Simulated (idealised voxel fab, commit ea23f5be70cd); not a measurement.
The process module presented herein is designated voxel ribs on slabs.
Pictured: cross-section cut, 290 nm wide, on a grid of 5 nm square cells.
In what follows, cross-sections appear as grids of square cells, described through bands that run from the top down, where every band is one or more rows of cells. Look at the band entry: it leads with the top's height and the bottom's height in nm. Then it lists the materials left to right, with a width in nm for each. The word "throughout" on a single material says that material fills the band edge to edge. The word "air" is empty space. Heights are expressed relative to 0, this being the level below which the as-received wafer comprises one material exclusively. The lowest band is unbounded in the downward direction and is denoted as in "0..down". Top row gets the first number, bottom row gets the second, and each row in between changes by the same step: that is how a band width like "30..40" works. Given "everything unchanged" for a step, no cell of the cross-section differs between before and after that step. "Enclosed voids" specifies each empty space that is not open to the top and that occupies no fewer than 8 cells, using the form width x height at distance, the distance measured from the left edge and all three quantities in nm. after a step's settings: what the simulator itself notes on the step. "overlay nm" answers the question of how far to the right of plan the mask lay on a step that has a mask, and when it is negative the answer is to the left.
Process steps foreseen in the plan:
1 RECEIVE, material Si
2 DIRECTIONAL_DEP, material SiO2, thk nm 20
3 DIRECTIONAL_DEP, material SiN, thk nm 15
4 PATTERN, tone cover, mask id RIB, material resist, width nm 30, thk nm 20, overlay nm -15
5 DIRECTIONAL_ETCH, etch materials SiN, depth nm 10
6 STRIP, etch materials resist
7 PATTERN, tone cover, mask id SLAB, material resist, width nm 60, thk nm 20, overlay nm 0
8 DIRECTIONAL_ETCH, etch materials SiN, depth nm 5
9 STRIP, etch materials resist
10 FILL_DEP, material SiO2, thk nm 25
11 CMP, height nm 55
12 DIRECTIONAL_DEP, material TiN, thk nm 5
13 DIRECTIONAL_DEP, material aC, thk nm 15
14 PATTERN, tone cover, mask id HEATER, material resist, width nm 40, thk nm 30, overlay nm 0
15 DIRECTIONAL_ETCH, etch materials aC, depth nm 15
16 STRIP, etch materials resist
17 DIRECTIONAL_ETCH, etch materials TiN, depth nm 5
18 STRIP, etch materials aC
19 CONFORMAL_DEP, material SiN, thk nm 5
Across this set of wafers, the varied parameter is the overlay nm of step 4. Starting conditions are identical for every wafer, and the plan reports the value assigned to the first wafer.
Received condition of the first of several wafers, sectioned: post-step 1:
    0..down: Si throughout
    Enclosed voids: none
Basically each wafer gets a line in the table, showing it at the end of the module: material by material, the cells it gained (+) or lost (-) since we got it, then its closed voids:
overlay nm -15, +84 SiN, +614 SiO2, +8 TiN, Enclosed voids: none
overlay nm -10, +84 SiN, +614 SiO2, +8 TiN, Enclosed voids: none
overlay nm -5, +84 SiN, +614 SiO2, +8 TiN, Enclosed voids: none
overlay nm 0, +84 SiN, +614 SiO2, +8 TiN, Enclosed voids: none
overlay nm 5, +84 SiN, +614 SiO2, +8 TiN, Enclosed voids: none
overlay nm 10, +84 SiN, +614 SiO2, +8 TiN, Enclosed voids: none
overlay nm 15, +84 SiN, +614 SiO2, +8 TiN, Enclosed voids: none
